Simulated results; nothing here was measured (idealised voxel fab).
process module | voxel wiring stack
cross-section cut | 145 nm wide | cells 5 nm
A cross-section is a grid of square cells, given in bands from the top down. A band is one or more rows of cells.
Each band's line starts with the height of the band's top and of its bottom, in nm. Then come its materials from left to right, each with its width in nm. One material with "throughout" fills the band from edge to edge. "air" is empty space.
Height 0 is the level under which the wafer as received is all one material. The lowest band goes on downwards, as in "0 down".
A width such as "30 to 40" changes by the same amount from each row of cells to the next, from the band's top row to its bottom row.
"no change" after a step means that no cell of the cross-section changed.
closed voids: empty space of 8 cells or more with no open way to the top, each as width x height at its distance from the left edge, in nm
after a step's settings: what the simulator itself notes on the step
overlay nm, on a step with a mask: how far to the right of its planned place the mask lay; to the left if negative
plan
1 op RECEIVE | material Si
2 op CONFORMAL_DEP | material SiO2 | thk nm 10
3 op DIRECTIONAL_DEP | material TiN | thk nm 5
4 op DIRECTIONAL_DEP | material W | thk nm 15
5 op DIRECTIONAL_DEP | material aC | thk nm 15
6 op PATTERN | tone cover | mask id METAL_1 | material resist | width nm 25 | pitch nm 55 | thk nm 30 | overlay nm 0
7 op DIRECTIONAL_ETCH | etch materials aC | depth nm 15
8 op STRIP | etch materials resist
9 op DIRECTIONAL_ETCH | etch materials W | depth nm 15
10 op DIRECTIONAL_ETCH | etch materials TiN | depth nm 5
11 op STRIP | etch materials aC
12 op CONFORMAL_DEP | material SiCN | thk nm 5
13 op FILL_DEP | material SiO2 | thk nm 5
14 op CMP | height nm 30
15 op CONFORMAL_DEP | material SiCN | thk nm 5
16 op DIRECTIONAL_DEP | material SiO2 | thk nm 35
17 op MASKED_ETCH | tone open | mask id METAL_2_HOLES | width nm 15 | etch materials SiO2 | depth nm 35 | overlay nm 0
18 op PATTERN | tone open | mask id METAL_2 | material resist | width nm 25 | pitch nm 55 | thk nm 20 | overlay nm 0
19 op DIRECTIONAL_ETCH | etch materials SiO2 | depth nm 20
20 op DIRECTIONAL_ETCH | etch materials SiCN | depth nm 5
21 op STRIP | etch materials resist
22 op CONFORMAL_DEP | material TiN | thk nm 5
23 op FILL_DEP | material Ru | thk nm 10
24 op CMP | height nm 70
25 op CONFORMAL_DEP | material SiCN | thk nm 5
26 op DIRECTIONAL_DEP | material SiO2 | thk nm 20
27 op DIRECTIONAL_DEP | material aC | thk nm 10
28 op PATTERN | tone open | mask id PLUG_2 | material resist | width nm 15 | thk nm 25 | overlay nm 0
29 op DIRECTIONAL_ETCH | etch materials aC | depth nm 10
30 op STRIP | etch materials resist
31 op DIRECTIONAL_ETCH | etch materials SiO2 | depth nm 20
32 op DIRECTIONAL_ETCH | etch materials SiCN | depth nm 5
33 op STRIP | etch materials aC
34 op EPI | material Ru | thk nm 10
35 op EPI | material Ru | thk nm 10
36 op EPI | material Ru | thk nm 5
37 op DIRECTIONAL_DEP | material TiN | thk nm 5
38 op DIRECTIONAL_DEP | material Ru | thk nm 15
39 op PATTERN | tone cover | mask id METAL_3 | material resist | width nm 25 | pitch nm 55 | thk nm 15 | overlay nm 0
40 op DIRECTIONAL_ETCH | etch materials Ru | depth nm 15
41 op DIRECTIONAL_ETCH | etch materials TiN | depth nm 5
42 op STRIP | etch materials resist
43 op FILL_DEP | material SiO2 | thk nm 10
44 op CMP | height nm 115
45 op CONFORMAL_DEP | material SiN | thk nm 5
first wafer, as planned
as received, after step 1
  0 down: Si throughout
  closed voids: none
after step 2
  10 to 0: SiO2 throughout
  below 0: unchanged
after step 3
  15 to 10: TiN throughout
  below 10: unchanged
after step 4
  30 to 15: W throughout
  below 15: unchanged
after step 5
  45 to 30: aC throughout
  below 30: unchanged
after step 6
  75 to 45: air 30 | resist 25 | air 30 | resist 25 | air 35
  below 45: unchanged
after step 7
  60 to 45: air 30 | resist 25 | air 30 | resist 25 | air 35
  45 to 30: air 30 | aC 25 | air 30 | aC 25 | air 35
  below 30: unchanged
after step 8
  45 to 30: air 30 | aC 25 | air 30 | aC 25 | air 35
  below 30: unchanged
after step 9
  45 to 30: air 30 | aC 25 | air 30 | aC 25 | air 35
  30 to 15: air 30 | W 25 | air 30 | W 25 | air 35
  below 15: unchanged
after step 10
  45 to 30: air 30 | aC 25 | air 30 | aC 25 | air 35
  30 to 15: air 30 | W 25 | air 30 | W 25 | air 35
  15 to 10: air 30 | TiN 25 | air 30 | TiN 25 | air 35
  below 10: unchanged
after step 11
  30 to 15: air 30 | W 25 | air 30 | W 25 | air 35
  below 15: unchanged
after step 12
  35 to 30: air 25 | SiCN 35 | air 20 | SiCN 35 | air 30
  30 to 15: air 25 | SiCN 5 | W 25 | SiCN 5 | air 20 | SiCN 5 | W 25 | SiCN 5 | air 30
  15 to 10: SiCN 30 | TiN 25 | SiCN 30 | TiN 25 | SiCN 35
  below 10: unchanged
after step 13
  40 to 35: SiO2 throughout
  35 to 30: SiO2 25 | SiCN 35 | SiO2 20 | SiCN 35 | SiO2 30
  30 to 15: SiO2 25 | SiCN 5 | W 25 | SiCN 5 | SiO2 20 | SiCN 5 | W 25 | SiCN 5 | SiO2 30
  below 15: unchanged
after step 14
  30 to 15: SiO2 25 | SiCN 5 | W 25 | SiCN 5 | SiO2 20 | SiCN 5 | W 25 | SiCN 5 | SiO2 30
  below 15: unchanged
after step 15
  35 to 30: SiCN throughout
  below 30: unchanged
after step 16
  70 to 35: SiO2 throughout
  below 35: unchanged
after step 17
  70 to 35: SiO2 30 | air 15 | SiO2 100
  below 35: unchanged
after step 18
  90 to 70: resist 30 | air 25 | resist 30 | air 25 | resist 35
  below 70: unchanged
after step 19
  90 to 70: resist 30 | air 25 | resist 30 | air 25 | resist 35
  70 to 50: SiO2 30 | air 25 | SiO2 30 | air 25 | SiO2 35
  below 50: unchanged
after step 20
  90 to 70: resist 30 | air 25 | resist 30 | air 25 | resist 35
  70 to 50: SiO2 30 | air 25 | SiO2 30 | air 25 | SiO2 35
  50 to 35: SiO2 30 | air 15 | SiO2 100
  35 to 30: SiCN 30 | air 15 | SiCN 100
  below 30: unchanged
after step 21
  70 to 50: SiO2 30 | air 25 | SiO2 30 | air 25 | SiO2 35
  below 50: unchanged
after step 22
  75 to 70: TiN 35 | air 15 | TiN 40 | air 15 | TiN 40
  70 to 55: SiO2 30 | TiN 5 | air 15 | TiN 5 | SiO2 30 | TiN 5 | air 15 | TiN 5 | SiO2 35
  55 to 50: SiO2 30 | TiN 5 | air 5 | TiN 15 | SiO2 30 | TiN 25 | SiO2 35
  50 to 35: SiO2 30 | TiN 5 | air 5 | TiN 5 | SiO2 100
  35 to 30: SiCN 30 | TiN 15 | SiCN 100
  below 30: unchanged
after step 23
  85 to 75: Ru throughout
  75 to 70: TiN 35 | Ru 15 | TiN 40 | Ru 15 | TiN 40
  70 to 55: SiO2 30 | TiN 5 | Ru 15 | TiN 5 | SiO2 30 | TiN 5 | Ru 15 | TiN 5 | SiO2 35
  55 to 50: SiO2 30 | TiN 5 | Ru 5 | TiN 15 | SiO2 30 | TiN 25 | SiO2 35
  50 to 35: SiO2 30 | TiN 5 | Ru 5 | TiN 5 | SiO2 100
  below 35: unchanged
after step 24
  70 to 55: SiO2 30 | TiN 5 | Ru 15 | TiN 5 | SiO2 30 | TiN 5 | Ru 15 | TiN 5 | SiO2 35
  below 55: unchanged
after step 25
  75 to 70: SiCN throughout
  below 70: unchanged
after step 26
  95 to 75: SiO2 throughout
  below 75: unchanged
after step 27
  105 to 95: aC throughout
  below 95: unchanged
after step 28
  130 to 105: resist 30 | air 15 | resist 100
  below 105: unchanged
after step 29
  120 to 105: resist 30 | air 15 | resist 100
  105 to 95: aC 30 | air 15 | aC 100
  below 95: unchanged
after step 30
  105 to 95: aC 30 | air 15 | aC 100
  below 95: unchanged
after step 31
  105 to 95: aC 30 | air 15 | aC 100
  95 to 75: SiO2 30 | air 15 | SiO2 100
  below 75: unchanged
after step 32
  105 to 95: aC 30 | air 15 | aC 100
  95 to 75: SiO2 30 | air 15 | SiO2 100
  75 to 70: SiCN 30 | air 15 | SiCN 100
  below 70: unchanged
after step 33
  95 to 75: SiO2 30 | air 15 | SiO2 100
  below 75: unchanged
after step 34
  95 to 80: SiO2 30 | air 15 | SiO2 100
  80 to 75: SiO2 30 | Ru 15 | SiO2 100
  75 to 70: SiCN 30 | Ru 15 | SiCN 100
  below 70: unchanged
after step 35
  95 to 90: SiO2 30 | air 15 | SiO2 100
  90 to 75: SiO2 30 | Ru 15 | SiO2 100
  below 75: unchanged
after step 36
  95 to 75: SiO2 30 | Ru 15 | SiO2 100
  below 75: unchanged
after step 37
  100 to 95: TiN throughout
  below 95: unchanged
after step 38
  115 to 100: Ru throughout
  below 100: unchanged
after step 39
  130 to 115: air 30 | resist 25 | air 30 | resist 25 | air 35
  below 115: unchanged
after step 40
  130 to 115: air 30 | resist 25 | air 30 | resist 25 | air 35
  115 to 100: air 30 | Ru 25 | air 30 | Ru 25 | air 35
  below 100: unchanged
after step 41
  130 to 115: air 30 | resist 25 | air 30 | resist 25 | air 35
  115 to 100: air 30 | Ru 25 | air 30 | Ru 25 | air 35
  100 to 95: air 30 | TiN 25 | air 30 | TiN 25 | air 35
  below 95: unchanged
after step 42
  115 to 100: air 30 | Ru 25 | air 30 | Ru 25 | air 35
  below 100: unchanged
after step 43
  125 to 115: SiO2 throughout
  115 to 100: SiO2 30 | Ru 25 | SiO2 30 | Ru 25 | SiO2 35
  100 to 95: SiO2 30 | TiN 25 | SiO2 30 | TiN 25 | SiO2 35
  below 95: unchanged
after step 44
  115 to 100: SiO2 30 | Ru 25 | SiO2 30 | Ru 25 | SiO2 35
  below 100: unchanged
after step 45
  120 to 115: SiN throughout
  below 115: unchanged
second wafer: like start, like plan, one mistake. Through step 33 it matches the first wafer
when step 35 should have ended
  100 to 95: air 25 | Ru 25 | air 95
  95 to 75: SiO2 30 | Ru 15 | SiO2 100
  75 to 70: SiCN 30 | Ru 15 | SiCN 100
  below 70: unchanged
when step 36 should have ended
  105 to 95: air 20 | Ru 35 | air 90
  below 95: unchanged
when step 37 should have ended
  110 to 105: air 20 | TiN 35 | air 90
  105 to 100: air 20 | Ru 35 | air 90
  100 to 95: TiN 20 | Ru 35 | TiN 90
  below 95: unchanged
when step 38 should have ended
  125 to 115: air 20 | Ru 35 | air 90
  115 to 110: Ru throughout
  110 to 105: Ru 20 | TiN 35 | Ru 90
  105 to 100: Ru throughout
  below 100: unchanged
when step 39 should have ended
  140 to 125: air 30 | resist 25 | air 30 | resist 25 | air 35
  125 to 115: air 20 | Ru 35 | air 30 | resist 25 | air 35
  below 115: unchanged
when step 40 should have ended
  140 to 125: air 30 | resist 25 | air 30 | resist 25 | air 35
  125 to 115: air 30 | Ru 25 | air 30 | resist 25 | air 35
  115 to 110: air 30 | Ru 25 | air 30 | Ru 25 | air 35
  110 to 105: air 20 | TiN 35 | air 30 | Ru 25 | air 35
  105 to 100: air 20 | Ru 35 | air 30 | Ru 25 | air 35
  below 100: unchanged
when step 41 should have ended
  140 to 125: air 30 | resist 25 | air 30 | resist 25 | air 35
  125 to 115: air 30 | Ru 25 | air 30 | resist 25 | air 35
  115 to 110: air 30 | Ru 25 | air 30 | Ru 25 | air 35
  110 to 105: air 30 | TiN 25 | air 30 | Ru 25 | air 35
  105 to 100: air 20 | Ru 35 | air 30 | Ru 25 | air 35
  100 to 95: air 20 | Ru 35 | air 30 | TiN 25 | air 35
  below 95: unchanged
when step 42 should have ended
  125 to 115: air 30 | Ru 25 | air 90
  below 115: unchanged
when step 43 should have ended
  135 to 125: SiO2 throughout
  125 to 115: SiO2 30 | Ru 25 | SiO2 90
  115 to 110: SiO2 30 | Ru 25 | SiO2 30 | Ru 25 | SiO2 35
  110 to 105: SiO2 30 | TiN 25 | SiO2 30 | Ru 25 | SiO2 35
  105 to 100: SiO2 20 | Ru 35 | SiO2 30 | Ru 25 | SiO2 35
  100 to 95: SiO2 20 | Ru 35 | SiO2 30 | TiN 25 | SiO2 35
  below 95: unchanged
when step 44 should have ended
  115 to 110: SiO2 30 | Ru 25 | SiO2 30 | Ru 25 | SiO2 35
  below 110: unchanged
when step 45 should have ended
  120 to 115: SiN throughout
  below 115: unchanged
what went wrong: one of the steps 34 and 35, which are alike, was run twice
at the end the second wafer has, in cells: 4 more of Ru | 4 fewer of SiO2
